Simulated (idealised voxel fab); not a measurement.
The process module presented herein is designated voxel self aligned vias.
In the cross-section labelled cut, the width is 170 nm and each square cell is 5 nm.
For the purposes of this document, a cross-section shall be understood as a grid of square cells, specified as bands listed in top-to-bottom order, each band consisting of one or more rows of cells.
Band entry format. Leading values: height of top, height of bottom, nm. Remainder: materials in left-to-right order, each with its width in nm. Special words: "everywhere" on a single material, which then fills the band edge to edge; "air", empty space.
A quick word on heights: they are counted from 0, and under that level the wafer as it came to us is one material throughout. The lowest band is different from the rest in having no bottom; it simply continues downward, written as in "0 down".
You'd read "30 to 40" like this: the band's top row of cells is as wide as the first number, its bottom row is as wide as the second, and going down, every row changes width by the same amount as the row before did.
What does "no change occurred" mean for a step? It means no cell of the cross-section changed in that step.
The label "Enclosed void listing" introduces a list of the empty spaces, 8 cells or larger, that have no open way up to the top; each entry in it reads width x height at distance, where the distance is taken from the left edge and all three are stated in nm.
The remark found on a step's line after its settings is issued by the simulator itself and pertains to that step.
overlay nm: step with mask; distance mask lay right of planned place; negative value = left of planned place.
What follows is a series of pairs. Each pair shows a cross-section before one process step and the cross-section after it, and the after view is drawn only down to the lowest band that changed. Beneath each pair is the step that lies between the two, with its settings. Pairs may come from different runs of this module on the same starting wafer, so a pair continues from the one above it only where its entry headed "Pre-processing view" says so.
Pre-processing view:
    0 down | Si everywhere
    Enclosed void listing: none
As Processed:
    15 to 0 | SiO2 everywhere
    Under 0: no change, same as before.
    Enclosed void listing: none
Step, before to after (see cross-sections above): CONFORMAL_DEP [material SiO2] [thk nm 15]
Pre-processing view: per the after cross-section of the pair just above.
As Processed:
    20 to 15 | SiCN everywhere
    Under 15: no change, same as before.
    Enclosed void listing: none
Step, before to after (see cross-sections above): CONFORMAL_DEP [material SiCN] [thk nm 5]
Pre-processing view: per the after cross-section of the pair just above.
As Processed:
    50 to 20 | lowk everywhere
    Under 20: no change, same as before.
    Enclosed void listing: none
Step, before to after (see cross-sections above): DIRECTIONAL_DEP [material lowk] [thk nm 30]
Pre-processing view: per the after cross-section of the pair just above.
As Processed:
    65 to 50 | aC everywhere
    Under 50: no change, same as before.
    Enclosed void listing: none
Step, before to after (see cross-sections above): DIRECTIONAL_DEP [material aC] [thk nm 15]
Pre-processing view: per the after cross-section of the pair just above.
As Processed:
    95 to 65 | 40 resist; 30 air; 30 resist; 30 air; 40 resist
    Under 65: no change, same as before.
    Enclosed void listing: none
Step, before to after (see cross-sections above): PATTERN [tone open] [mask id LINES] [material resist] [width nm 30] [pitch nm 60] [thk nm 30] [overlay nm 0]
Pre-processing view: per the after cross-section of the pair just above.
As Processed:
    80 to 65 | 40 resist; 30 air; 30 resist; 30 air; 40 resist
    65 to 50 | 40 aC; 30 air; 30 aC; 30 air; 40 aC
    Under 50: no change, same as before.
    Enclosed void listing: none
Step, before to after (see cross-sections above): DIRECTIONAL_ETCH [etch materials aC] [depth nm 15]
Pre-processing view: per the after cross-section of the pair just above.
As Processed:
    65 to 50 | 40 aC; 30 air; 30 aC; 30 air; 40 aC
    Under 50: no change, same as before.
    Enclosed void listing: none
Step, before to after (see cross-sections above): STRIP [etch materials resist]
Pre-processing view: per the after cross-section of the pair just above.
As Processed:
    65 to 50 | 40 aC; 30 air; 30 aC; 30 air; 40 aC
    50 to 20 | 40 lowk; 30 air; 30 lowk; 30 air; 40 lowk
    Under 20: no change, same as before.
    Enclosed void listing: none
Step, before to after (see cross-sections above): DIRECTIONAL_ETCH [etch materials lowk] [depth nm 30]
Pre-processing view: per the after cross-section of the pair just above.
As Processed:
    50 to 20 | 40 lowk; 30 air; 30 lowk; 30 air; 40 lowk
    Under 20: no change, same as before.
    Enclosed void listing: none
Step, before to after (see cross-sections above): STRIP [etch materials aC]
Pre-processing view: per the after cross-section of the pair just above.
As Processed:
    55 to 50 | 45 TiN; 20 air; 40 TiN; 20 air; 45 TiN
    50 to 25 | 40 lowk; 5 TiN; 20 air; 5 TiN; 30 lowk; 5 TiN; 20 air; 5 TiN; 40 lowk
    25 to 20 | 40 lowk; 30 TiN; 30 lowk; 30 TiN; 40 lowk
    Under 20: no change, same as before.
    Enclosed void listing: none
Step, before to after (see cross-sections above): CONFORMAL_DEP [material TiN] [thk nm 5]
Pre-processing view: per the after cross-section of the pair just above.
As Processed:
    60 to 55 | Ru everywhere
    55 to 50 | 45 TiN; 20 Ru; 40 TiN; 20 Ru; 45 TiN
    50 to 25 | 40 lowk; 5 TiN; 20 Ru; 5 TiN; 30 lowk; 5 TiN; 20 Ru; 5 TiN; 40 lowk
    Under 25: no change, same as before.
    Enclosed void listing: none
Step, before to after (see cross-sections above): FILL_DEP [material Ru] [thk nm 5]
Pre-processing view: per the after cross-section of the pair just above.
As Processed:
    50 to 25 | 40 lowk; 5 TiN; 20 Ru; 5 TiN; 30 lowk; 5 TiN; 20 Ru; 5 TiN; 40 lowk
    Under 25: no change, same as before.
    Enclosed void listing: none
Step, before to after (see cross-sections above): CMP [height nm 50]
Pre-processing view: per the after cross-section of the pair just above.
As Processed:
    50 to 45 | 40 lowk; 30 air; 30 lowk; 30 air; 40 lowk
    Under 45: no change, same as before.
    Enclosed void listing: none
Step, before to after (see cross-sections above): SELECTIVE_ETCH [etch materials W Ru TiN] [depth nm 5]
Pre-processing view: per the after cross-section of the pair just above.
As Processed:
    55 to 50 | SiN everywhere
    50 to 45 | 40 lowk; 30 SiN; 30 lowk; 30 SiN; 40 lowk
    Under 45: no change, same as before.
    Enclosed void listing: none
Step, before to after (see cross-sections above): FILL_DEP [material SiN] [thk nm 5]
Pre-processing view: per the after cross-section of the pair just above.
As Processed:
    50 to 45 | 40 lowk; 30 SiN; 30 lowk; 30 SiN; 40 lowk
    Under 45: no change, same as before.
    Enclosed void listing: none
Step, before to after (see cross-sections above): CMP [height nm 50]
Pre-processing view: per the after cross-section of the pair just above.
As Processed:
    70 to 50 | lowk everywhere
    Under 50: no change, same as before.
    Enclosed void listing: none
Step, before to after (see cross-sections above): DIRECTIONAL_DEP [material lowk] [thk nm 20]
Pre-processing view: per the after cross-section of the pair just above.
As Processed:
    80 to 70 | aC everywhere
    Under 70: no change, same as before.
    Enclosed void listing: none
Step, before to after (see cross-sections above): DIRECTIONAL_DEP [material aC] [thk nm 10]
Pre-processing view: per the after cross-section of the pair just above.
As Processed:
    105 to 80 | 35 resist; 40 air; 95 resist
    Under 80: no change, same as before.
    Enclosed void listing: none
Step, before to after (see cross-sections above): PATTERN [tone open] [mask id VIAS] [material resist] [width nm 40] [thk nm 25] [overlay nm 0]
Pre-processing view: per the after cross-section of the pair just above.
As Processed:
    95 to 80 | 35 resist; 40 air; 95 resist
    80 to 70 | 35 aC; 40 air; 95 aC
    Under 70: no change, same as before.
    Enclosed void listing: none
Step, before to after (see cross-sections above): DIRECTIONAL_ETCH [etch materials aC] [depth nm 10]
Pre-processing view: per the after cross-section of the pair just above.
As Processed:
    80 to 70 | 35 aC; 40 air; 95 aC
    Under 70: no change, same as before.
    Enclosed void listing: none
Step, before to after (see cross-sections above): STRIP [etch materials resist]
Pre-processing view: per the after cross-section of the pair just above.
As Processed:
    80 to 70 | 35 aC; 40 air; 95 aC
    70 to 50 | 35 lowk; 40 air; 95 lowk
    Under 50: no change, same as before.
    Enclosed void listing: none
Step, before to after (see cross-sections above): DIRECTIONAL_ETCH [etch materials lowk] [depth nm 20]
Pre-processing view: per the after cross-section of the pair just above.
As Processed:
    80 to 70 | 35 aC; 40 air; 95 aC
    70 to 50 | 35 lowk; 40 air; 95 lowk
    50 to 45 | 40 lowk; 30 air; 30 lowk; 30 SiN; 40 lowk
    Under 45: no change, same as before.
    Enclosed void listing: none
Step, before to after (see cross-sections above): DIRECTIONAL_ETCH [etch materials SiN] [depth nm 5]
Pre-processing view: per the after cross-section of the pair just above.
As Processed:
    70 to 50 | 35 lowk; 40 air; 95 lowk
    Under 50: no change, same as before.
    Enclosed void listing: none
Step, before to after (see cross-sections above): STRIP [etch materials aC]
Pre-processing view: per the after cross-section of the pair just above.
As Processed:
    75 to 70 | 40 TiN; 30 air; 100 TiN
    70 to 55 | 35 lowk; 5 TiN; 30 air; 5 TiN; 95 lowk
    55 to 50 | 35 lowk; 10 TiN; 20 air; 10 TiN; 95 lowk
    50 to 45 | 40 lowk; 30 TiN; 30 lowk; 30 SiN; 40 lowk
    Under 45: no change, same as before.
    Enclosed void listing: none
Step, before to after (see cross-sections above): CONFORMAL_DEP [material TiN] [thk nm 5]
Pre-processing view: per the after cross-section of the pair just above.
As Processed:
    85 to 75 | W everywhere
    75 to 70 | 40 TiN; 30 W; 100 TiN
    70 to 55 | 35 lowk; 5 TiN; 30 W; 5 TiN; 95 lowk
    55 to 50 | 35 lowk; 10 TiN; 20 W; 10 TiN; 95 lowk
    Under 50: no change, same as before.
    Enclosed void listing: none
Step, before to after (see cross-sections above): FILL_DEP [material W] [thk nm 10]
Pre-processing view: per the after cross-section of the pair just above.
As Processed:
    70 to 55 | 35 lowk; 5 TiN; 30 W; 5 TiN; 95 lowk
    Under 55: no change, same as before.
    Enclosed void listing: none
Step, before to after (see cross-sections above): CMP [height nm 70]
Pre-processing view: per the after cross-section of the pair just above.
As Processed:
    75 to 70 | SiN everywhere
    Under 70: no change, same as before.
    Enclosed void listing: none
Step, before to after (see cross-sections above): CONFORMAL_DEP [material SiN] [thk nm 5]
Pre-processing view:
    15 to 0 | SiO2 everywhere
    0 down | Si everywhere
    Enclosed void listing: none
As Processed:
    45 to 15 | lowk everywhere
    Under 15: no change, same as before.
    Enclosed void listing: none
Step, before to after (see cross-sections above): DIRECTIONAL_DEP [material lowk] [thk nm 30]
Pre-processing view: per the after cross-section of the pair just above.
As Processed:
    60 to 45 | aC everywhere
    Under 45: no change, same as before.
    Enclosed void listing: none
Step, before to after (see cross-sections above): DIRECTIONAL_DEP [material aC] [thk nm 15]
Pre-processing view: per the after cross-section of the pair just above.
As Processed:
    90 to 60 | 40 resist; 30 air; 30 resist; 30 air; 40 resist
    Under 60: no change, same as before.
    Enclosed void listing: none
Step, before to after (see cross-sections above): PATTERN [tone open] [mask id LINES] [material resist] [width nm 30] [pitch nm 60] [thk nm 30] [overlay nm 0]
Pre-processing view: per the after cross-section of the pair just above.
As Processed:
    75 to 60 | 40 resist; 30 air; 30 resist; 30 air; 40 resist
    60 to 45 | 40 aC; 30 air; 30 aC; 30 air; 40 aC
    Under 45: no change, same as before.
    Enclosed void listing: none
Step, before to after (see cross-sections above): DIRECTIONAL_ETCH [etch materials aC] [depth nm 15]
Pre-processing view: per the after cross-section of the pair just above.
As Processed:
    60 to 45 | 40 aC; 30 air; 30 aC; 30 air; 40 aC
    Under 45: no change, same as before.
    Enclosed void listing: none
Step, before to after (see cross-sections above): STRIP [etch materials resist]
Pre-processing view: per the after cross-section of the pair just above.
As Processed:
    60 to 45 | 40 aC; 30 air; 30 aC; 30 air; 40 aC
    45 to 15 | 40 lowk; 30 air; 30 lowk; 30 air; 40 lowk
    Under 15: no change, same as before.
    Enclosed void listing: none
Step, before to after (see cross-sections above): DIRECTIONAL_ETCH [etch materials lowk] [depth nm 30]
Pre-processing view: per the after cross-section of the pair just above.
As Processed:
    45 to 15 | 40 lowk; 30 air; 30 lowk; 30 air; 40 lowk
    Under 15: no change, same as before.
    Enclosed void listing: none
Step, before to after (see cross-sections above): STRIP [etch materials aC]
Pre-processing view: per the after cross-section of the pair just above.
As Processed:
    50 to 45 | 45 TiN; 20 air; 40 TiN; 20 air; 45 TiN
    45 to 20 | 40 lowk; 5 TiN; 20 air; 5 TiN; 30 lowk; 5 TiN; 20 air; 5 TiN; 40 lowk
    20 to 15 | 40 lowk; 30 TiN; 30 lowk; 30 TiN; 40 lowk
    Under 15: no change, same as before.
    Enclosed void listing: none
Step, before to after (see cross-sections above): CONFORMAL_DEP [material TiN] [thk nm 5]
Pre-processing view: per the after cross-section of the pair just above.
As Processed:
    55 to 50 | Ru everywhere
    50 to 45 | 45 TiN; 20 Ru; 40 TiN; 20 Ru; 45 TiN
    45 to 20 | 40 lowk; 5 TiN; 20 Ru; 5 TiN; 30 lowk; 5 TiN; 20 Ru; 5 TiN; 40 lowk
    Under 20: no change, same as before.
    Enclosed void listing: none
Step, before to after (see cross-sections above): FILL_DEP [material Ru] [thk nm 5]
Pre-processing view: per the after cross-section of the pair just above.
As Processed:
    50 to 45 | 45 TiN; 20 Ru; 40 TiN; 20 Ru; 45 TiN
    Under 45: no change, same as before.
    Enclosed void listing: none
Step, before to after (see cross-sections above): CMP [height nm 50]
Pre-processing view: per the after cross-section of the pair just above.
As Processed:
    45 to 20 | 40 lowk; 5 TiN; 20 Ru; 5 TiN; 30 lowk; 5 TiN; 20 Ru; 5 TiN; 40 lowk
    Under 20: no change, same as before.
    Enclosed void listing: none
Step, before to after (see cross-sections above): SELECTIVE_ETCH [etch materials W Ru TiN] [depth nm 5]
Pre-processing view: per the after cross-section of the pair just above.
As Processed:
    50 to 45 | SiN everywhere
    Under 45: no change, same as before.
    Enclosed void listing: none
Step, before to after (see cross-sections above): FILL_DEP [material SiN] [thk nm 5]
Pre-processing view: per the after cross-section of the pair just above.
As Processed:
    70 to 50 | lowk everywhere
    Under 50: no change, same as before.
    Enclosed void listing: none
Step, before to after (see cross-sections above): DIRECTIONAL_DEP [material lowk] [thk nm 20]
Pre-processing view: per the after cross-section of the pair just above.
As Processed:
    80 to 70 | aC everywhere
    Under 70: no change, same as before.
    Enclosed void listing: none
Step, before to after (see cross-sections above): DIRECTIONAL_DEP [material aC] [thk nm 10]
Pre-processing view: per the after cross-section of the pair just above.
As Processed:
    105 to 80 | 35 resist; 40 air; 95 resist
    Under 80: no change, same as before.
    Enclosed void listing: none
Step, before to after (see cross-sections above): PATTERN [tone open] [mask id VIAS] [material resist] [width nm 40] [thk nm 25] [overlay nm 0]
Pre-processing view: per the after cross-section of the pair just above.
As Processed:
    95 to 80 | 35 resist; 40 air; 95 resist
    80 to 70 | 35 aC; 40 air; 95 aC
    Under 70: no change, same as before.
    Enclosed void listing: none
Step, before to after (see cross-sections above): DIRECTIONAL_ETCH [etch materials aC] [depth nm 10]
Pre-processing view: per the after cross-section of the pair just above.
As Processed:
    80 to 70 | 35 aC; 40 air; 95 aC
    Under 70: no change, same as before.
    Enclosed void listing: none
Step, before to after (see cross-sections above): STRIP [etch materials resist]
Pre-processing view: per the after cross-section of the pair just above.
As Processed:
    80 to 70 | 35 aC; 40 air; 95 aC
    70 to 50 | 35 lowk; 40 air; 95 lowk
    Under 50: no change, same as before.
    Enclosed void listing: none
Step, before to after (see cross-sections above): DIRECTIONAL_ETCH [etch materials lowk] [depth nm 20]
Pre-processing view: per the after cross-section of the pair just above.
As Processed:
    80 to 70 | 35 aC; 40 air; 95 aC
    70 to 50 | 35 lowk; 40 air; 95 lowk
    50 to 45 | 35 SiN; 40 air; 95 SiN
    Under 45: no change, same as before.
    Enclosed void listing: none
Step, before to after (see cross-sections above): DIRECTIONAL_ETCH [etch materials SiN] [depth nm 5]
Pre-processing view: per the after cross-section of the pair just above.
As Processed:
    70 to 50 | 35 lowk; 40 air; 95 lowk
    Under 50: no change, same as before.
    Enclosed void listing: none
Step, before to after (see cross-sections above): STRIP [etch materials aC]
Pre-processing view: per the after cross-section of the pair just above.
As Processed:
    75 to 70 | 40 TiN; 30 air; 100 TiN
    70 to 50 | 35 lowk; 5 TiN; 30 air; 5 TiN; 95 lowk
    50 to 45 | 35 SiN; 40 TiN; 95 SiN
    Under 45: no change, same as before.
    Enclosed void listing: none
Step, before to after (see cross-sections above): CONFORMAL_DEP [material TiN] [thk nm 5]
Pre-processing view: per the after cross-section of the pair just above.
As Processed:
    85 to 75 | W everywhere
    75 to 70 | 40 TiN; 30 W; 100 TiN
    70 to 50 | 35 lowk; 5 TiN; 30 W; 5 TiN; 95 lowk
    Under 50: no change, same as before.
    Enclosed void listing: none
Step, before to after (see cross-sections above): FILL_DEP [material W] [thk nm 10]
Pre-processing view: per the after cross-section of the pair just above.
As Processed:
    70 to 50 | 35 lowk; 5 TiN; 30 W; 5 TiN; 95 lowk
    Under 50: no change, same as before.
    Enclosed void listing: none
Step, before to after (see cross-sections above): CMP [height nm 70]
Pre-processing view: per the after cross-section of the pair just above.
As Processed:
    75 to 70 | SiN everywhere
    Under 70: no change, same as before.
    Enclosed void listing: none
Step, before to after (see cross-sections above): CONFORMAL_DEP [material SiN] [thk nm 5]
Pre-processing view:
    80 to 70 | 35 aC; 40 air; 95 aC
    70 to 50 | 35 lowk; 40 air; 95 lowk
    50 to 45 | 40 lowk; 30 SiN; 30 lowk; 30 SiN; 40 lowk
    45 to 25 | 40 lowk; 5 TiN; 20 Ru; 5 TiN; 30 lowk; 5 TiN; 20 Ru; 5 TiN; 40 lowk
    25 to 20 | 40 lowk; 30 TiN; 30 lowk; 30 TiN; 40 lowk
    20 to 15 | SiCN everywhere
    15 to 0 | SiO2 everywhere
    0 down | Si everywhere
    Enclosed void listing: none
As Processed:
    80 to 70 | 35 aC; 40 air; 95 aC
    70 to 50 | 35 lowk; 40 air; 95 lowk
    50 to 45 | 35 lowk; 5 air; 30 SiN; 5 air; 25 lowk; 30 SiN; 40 lowk
    45 to 30 | 35 lowk; 5 air; 5 TiN; 20 Ru; 5 TiN; 5 air; 25 lowk; 5 TiN; 20 Ru; 5 TiN; 40 lowk
    Under 30: no change, same as before.
    Enclosed void listing: none
Step, before to after (see cross-sections above): DIRECTIONAL_ETCH [etch materials lowk] [depth nm 20]
Pre-processing view: per the after cross-section of the pair just above.
As Processed:
    80 to 70 | 35 aC; 40 air; 95 aC
    70 to 50 | 35 lowk; 40 air; 95 lowk
    50 to 45 | 35 lowk; 40 air; 25 lowk; 30 SiN; 40 lowk
    Under 45: no change, same as before.
    Enclosed void listing: none
Step, before to after (see cross-sections above): DIRECTIONAL_ETCH [etch materials SiN] [depth nm 5]
Pre-processing view: per the after cross-section of the pair just above.
As Processed:
    70 to 50 | 35 lowk; 40 air; 95 lowk
    Under 50: no change, same as before.
    Enclosed void listing: none
Step, before to after (see cross-sections above): STRIP [etch materials aC]
Pre-processing view: per the after cross-section of the pair just above.
As Processed:
    75 to 70 | 40 TiN; 30 air; 100 TiN
    70 to 50 | 35 lowk; 5 TiN; 30 air; 5 TiN; 95 lowk
    50 to 45 | 35 lowk; 40 TiN; 25 lowk; 30 SiN; 40 lowk
    45 to 30 | 35 lowk; 10 TiN; 20 Ru; 10 TiN; 25 lowk; 5 TiN; 20 Ru; 5 TiN; 40 lowk
    Under 30: no change, same as before.
    Enclosed void listing: none
Step, before to after (see cross-sections above): CONFORMAL_DEP [material TiN] [thk nm 5]
Pre-processing view: per the after cross-section of the pair just above.
As Processed:
    85 to 75 | W everywhere
    75 to 70 | 40 TiN; 30 W; 100 TiN
    70 to 50 | 35 lowk; 5 TiN; 30 W; 5 TiN; 95 lowk
    Under 50: no change, same as before.
    Enclosed void listing: none
Step, before to after (see cross-sections above): FILL_DEP [material W] [thk nm 10]
Pre-processing view: per the after cross-section of the pair just above.
As Processed:
    70 to 50 | 35 lowk; 5 TiN; 30 W; 5 TiN; 95 lowk
    Under 50: no change, same as before.
    Enclosed void listing: none
Step, before to after (see cross-sections above): CMP [height nm 70]
Pre-processing view: per the after cross-section of the pair just above.
As Processed:
    75 to 70 | SiN everywhere
    Under 70: no change, same as before.
    Enclosed void listing: none
Step, before to after (see cross-sections above): CONFORMAL_DEP [material SiN] [thk nm 5]
Pre-processing view:
    45 to 15 | lowk everywhere
    15 to 0 | SiO2 everywhere
    0 down | Si everywhere
    Enclosed void listing: none
As Processed:
    50 to 45 | SiCN everywhere
    Under 45: no change, same as before.
    Enclosed void listing: none
Step, before to after (see cross-sections above): CONFORMAL_DEP [material SiCN] [thk nm 5]
Pre-processing view: per the after cross-section of the pair just above.
As Processed:
    65 to 50 | aC everywhere
    Under 50: no change, same as before.
    Enclosed void listing: none
Step, before to after (see cross-sections above): DIRECTIONAL_DEP [material aC] [thk nm 15]
Pre-processing view: per the after cross-section of the pair just above.
As Processed:
    95 to 65 | 40 resist; 30 air; 30 resist; 30 air; 40 resist
    Under 65: no change, same as before.
    Enclosed void listing: none
Step, before to after (see cross-sections above): PATTERN [tone open] [mask id LINES] [material resist] [width nm 30] [pitch nm 60] [thk nm 30] [overlay nm 0]
Pre-processing view: per the after cross-section of the pair just above.
As Processed:
    80 to 65 | 40 resist; 30 air; 30 resist; 30 air; 40 resist
    65 to 50 | 40 aC; 30 air; 30 aC; 30 air; 40 aC
    Under 50: no change, same as before.
    Enclosed void listing: none
Step, before to after (see cross-sections above): DIRECTIONAL_ETCH [etch materials aC] [depth nm 15]
Pre-processing view: per the after cross-section of the pair just above.
As Processed:
    65 to 50 | 40 aC; 30 air; 30 aC; 30 air; 40 aC
    Under 50: no change, same as before.
    Enclosed void listing: none
Step, before to after (see cross-sections above): STRIP [etch materials resist]
Pre-processing view: per the after cross-section of the pair just above.
As Processed:
    50 to 45 | SiCN everywhere
    Under 45: no change, same as before.
    Enclosed void listing: none
Step, before to after (see cross-sections above): STRIP [etch materials aC]
Pre-processing view: per the after cross-section of the pair just above.
As Processed:
    55 to 50 | TiN everywhere
    Under 50: no change, same as before.
    Enclosed void listing: none
Step, before to after (see cross-sections above): CONFORMAL_DEP [material TiN] [thk nm 5]
Pre-processing view: per the after cross-section of the pair just above.
As Processed:
    60 to 55 | Ru everywhere
    Under 55: no change, same as before.
    Enclosed void listing: none
Step, before to after (see cross-sections above): FILL_DEP [material Ru] [thk nm 5]
Pre-processing view: per the after cross-section of the pair just above.
As Processed:
    50 to 45 | SiCN everywhere
    Under 45: no change, same as before.
    Enclosed void listing: none
Step, before to after (see cross-sections above): CMP [height nm 50]
Pre-processing view: per the after cross-section of the pair just above.
As Processed:
    55 to 50 | SiN everywhere
    Under 50: no change, same as before.
    Enclosed void listing: none
Step, before to after (see cross-sections above): FILL_DEP [material SiN] [thk nm 5]
Pre-processing view: per the after cross-section of the pair just above.
As Processed:
    50 to 45 | SiCN everywhere
    Under 45: no change, same as before.
    Enclosed void listing: none
Step, before to after (see cross-sections above): CMP [height nm 50]
Pre-processing view: per the after cross-section of the pair just above.
As Processed:
    70 to 50 | lowk everywhere
    Under 50: no change, same as before.
    Enclosed void listing: none
Step, before to after (see cross-sections above): DIRECTIONAL_DEP [material lowk] [thk nm 20]
Pre-processing view: per the after cross-section of the pair just above.
As Processed:
    80 to 70 | aC everywhere
    Under 70: no change, same as before.
    Enclosed void listing: none
Step, before to after (see cross-sections above): DIRECTIONAL_DEP [material aC] [thk nm 10]
Pre-processing view: per the after cross-section of the pair just above.
As Processed:
    105 to 80 | 35 resist; 40 air; 95 resist
    Under 80: no change, same as before.
    Enclosed void listing: none
Step, before to after (see cross-sections above): PATTERN [tone open] [mask id VIAS] [material resist] [width nm 40] [thk nm 25] [overlay nm 0]
Pre-processing view: per the after cross-section of the pair just above.
As Processed:
    95 to 80 | 35 resist; 40 air; 95 resist
    80 to 70 | 35 aC; 40 air; 95 aC
    Under 70: no change, same as before.
    Enclosed void listing: none
Step, before to after (see cross-sections above): DIRECTIONAL_ETCH [etch materials aC] [depth nm 10]
Pre-processing view: per the after cross-section of the pair just above.
As Processed:
    80 to 70 | 35 aC; 40 air; 95 aC
    Under 70: no change, same as before.
    Enclosed void listing: none
Step, before to after (see cross-sections above): STRIP [etch materials resist]
Pre-processing view: per the after cross-section of the pair just above.
As Processed:
    80 to 70 | 35 aC; 40 air; 95 aC
    70 to 50 | 35 lowk; 40 air; 95 lowk
    Under 50: no change, same as before.
    Enclosed void listing: none
Step, before to after (see cross-sections above): DIRECTIONAL_ETCH [etch materials lowk] [depth nm 20]
Pre-processing view: per the after cross-section of the pair just above.
As Processed:
    70 to 50 | 35 lowk; 40 air; 95 lowk
    Under 50: no change, same as before.
    Enclosed void listing: none
Step, before to after (see cross-sections above): STRIP [etch materials aC]
Pre-processing view: per the after cross-section of the pair just above.
As Processed:
    75 to 70 | 40 TiN; 30 air; 100 TiN
    70 to 55 | 35 lowk; 5 TiN; 30 air; 5 TiN; 95 lowk
    55 to 50 | 35 lowk; 40 TiN; 95 lowk
    Under 50: no change, same as before.
    Enclosed void listing: none
Step, before to after (see cross-sections above): CONFORMAL_DEP [material TiN] [thk nm 5]
Pre-processing view: per the after cross-section of the pair just above.
As Processed:
    85 to 75 | W everywhere
    75 to 70 | 40 TiN; 30 W; 100 TiN
    70 to 55 | 35 lowk; 5 TiN; 30 W; 5 TiN; 95 lowk
    Under 55: no change, same as before.
    Enclosed void listing: none
Step, before to after (see cross-sections above): FILL_DEP [material W] [thk nm 10]
Pre-processing view: per the after cross-section of the pair just above.
As Processed:
    70 to 55 | 35 lowk; 5 TiN; 30 W; 5 TiN; 95 lowk
    Under 55: no change, same as before.
    Enclosed void listing: none
Step, before to after (see cross-sections above): CMP [height nm 70]
Pre-processing view: per the after cross-section of the pair just above.
As Processed:
    75 to 70 | SiN everywhere
    Under 70: no change, same as before.
    Enclosed void listing: none
Step, before to after (see cross-sections above): CONFORMAL_DEP [material SiN] [thk nm 5]
Pre-processing view:
    50 to 45 | 40 lowk; 30 SiN; 30 lowk; 30 SiN; 40 lowk
    45 to 25 | 40 lowk; 5 TiN; 20 Ru; 5 TiN; 30 lowk; 5 TiN; 20 Ru; 5 TiN; 40 lowk
    25 to 20 | 40 lowk; 30 TiN; 30 lowk; 30 TiN; 40 lowk
    20 to 15 | SiCN everywhere
    15 to 0 | SiO2 everywhere
    0 down | Si everywhere
    Enclosed void listing: none
As Processed:
    60 to 50 | lowk everywhere
    Under 50: no change, same as before.
    Enclosed void listing: none
Step, before to after (see cross-sections above): DIRECTIONAL_DEP [material lowk] [thk nm 10]
Pre-processing view: per the after cross-section of the pair just above.
As Processed:
    70 to 60 | aC everywhere
    Under 60: no change, same as before.
    Enclosed void listing: none
Step, before to after (see cross-sections above): DIRECTIONAL_DEP [material aC] [thk nm 10]
Pre-processing view: per the after cross-section of the pair just above.
As Processed:
    95 to 70 | 35 resist; 40 air; 95 resist
    Under 70: no change, same as before.
    Enclosed void listing: none
Step, before to after (see cross-sections above): PATTERN [tone open] [mask id VIAS] [material resist] [width nm 40] [thk nm 25] [overlay nm 0]
Pre-processing view: per the after cross-section of the pair just above.
As Processed:
    85 to 70 | 35 resist; 40 air; 95 resist
    70 to 60 | 35 aC; 40 air; 95 aC
    Under 60: no change, same as before.
    Enclosed void listing: none
Step, before to after (see cross-sections above): DIRECTIONAL_ETCH [etch materials aC] [depth nm 10]
Pre-processing view: per the after cross-section of the pair just above.
As Processed:
    70 to 60 | 35 aC; 40 air; 95 aC
    Under 60: no change, same as before.
    Enclosed void listing: none
Step, before to after (see cross-sections above): STRIP [etch materials resist]
Pre-processing view: per the after cross-section of the pair just above.
As Processed:
    70 to 60 | 35 aC; 40 air; 95 aC
    60 to 50 | 35 lowk; 40 air; 95 lowk
    50 to 45 | 35 lowk; 5 air; 30 SiN; 5 air; 25 lowk; 30 SiN; 40 lowk
    45 to 40 | 35 lowk; 5 air; 5 TiN; 20 Ru; 5 TiN; 5 air; 25 lowk; 5 TiN; 20 Ru; 5 TiN; 40 lowk
    Under 40: no change, same as before.
    Enclosed void listing: none
Step, before to after (see cross-sections above): DIRECTIONAL_ETCH [etch materials lowk] [depth nm 20]
Pre-processing view: per the after cross-section of the pair just above.
As Processed:
    70 to 60 | 35 aC; 40 air; 95 aC
    60 to 50 | 35 lowk; 40 air; 95 lowk
    50 to 45 | 35 lowk; 40 air; 25 lowk; 30 SiN; 40 lowk
    Under 45: no change, same as before.
    Enclosed void listing: none
Step, before to after (see cross-sections above): DIRECTIONAL_ETCH [etch materials SiN] [depth nm 5]
Pre-processing view: per the after cross-section of the pair just above.
As Processed:
    60 to 50 | 35 lowk; 40 air; 95 lowk
    Under 50: no change, same as before.
    Enclosed void listing: none
Step, before to after (see cross-sections above): STRIP [etch materials aC]
Pre-processing view: per the after cross-section of the pair just above.
As Processed:
    65 to 60 | 40 TiN; 30 air; 100 TiN
    60 to 50 | 35 lowk; 5 TiN; 30 air; 5 TiN; 95 lowk
    50 to 45 | 35 lowk; 40 TiN; 25 lowk; 30 SiN; 40 lowk
    45 to 40 | 35 lowk; 10 TiN; 20 Ru; 10 TiN; 25 lowk; 5 TiN; 20 Ru; 5 TiN; 40 lowk
    Under 40: no change, same as before.
    Enclosed void listing: none
Step, before to after (see cross-sections above): CONFORMAL_DEP [material TiN] [thk nm 5]
Pre-processing view: per the after cross-section of the pair just above.
As Processed:
    75 to 65 | W everywhere
    65 to 60 | 40 TiN; 30 W; 100 TiN
    60 to 50 | 35 lowk; 5 TiN; 30 W; 5 TiN; 95 lowk
    Under 50: no change, same as before.
    Enclosed void listing: none
Step, before to after (see cross-sections above): FILL_DEP [material W] [thk nm 10]
Pre-processing view: per the after cross-section of the pair just above.
As Processed:
    70 to 65 | W everywhere
    Under 65: no change, same as before.
    Enclosed void listing: none
Step, before to after (see cross-sections above): CMP [height nm 70]
Pre-processing view: per the after cross-section of the pair just above.
As Processed:
    75 to 70 | SiN everywhere
    Under 70: no change, same as before.
    Enclosed void listing: none
Step, before to after (see cross-sections above): CONFORMAL_DEP [material SiN] [thk nm 5]
Pre-processing view:
    80 to 70 | aC everywhere
    70 to 50 | lowk everywhere
    50 to 45 | 40 lowk; 30 SiN; 30 lowk; 30 SiN; 40 lowk
    45 to 25 | 40 lowk; 5 TiN; 20 Ru; 5 TiN; 30 lowk; 5 TiN; 20 Ru; 5 TiN; 40 lowk
    25 to 20 | 40 lowk; 30 TiN; 30 lowk; 30 TiN; 40 lowk
    20 to 15 | SiCN everywhere
    15 to 0 | SiO2 everywhere
    0 down | Si everywhere
    Enclosed void listing: none
As Processed:
    105 to 80 | 30 resist; 50 air; 90 resist
    Under 80: no change, same as before.
    Enclosed void listing: none
Step, before to after (see cross-sections above): PATTERN [tone open] [mask id VIAS] [material resist] [width nm 50] [thk nm 25] [overlay nm 0]
Pre-processing view: per the after cross-section of the pair just above.
As Processed:
    95 to 80 | 30 resist; 50 air; 90 resist
    80 to 70 | 30 aC; 50 air; 90 aC
    Under 70: no change, same as before.
    Enclosed void listing: none
Step, before to after (see cross-sections above): DIRECTIONAL_ETCH [etch materials aC] [depth nm 10]
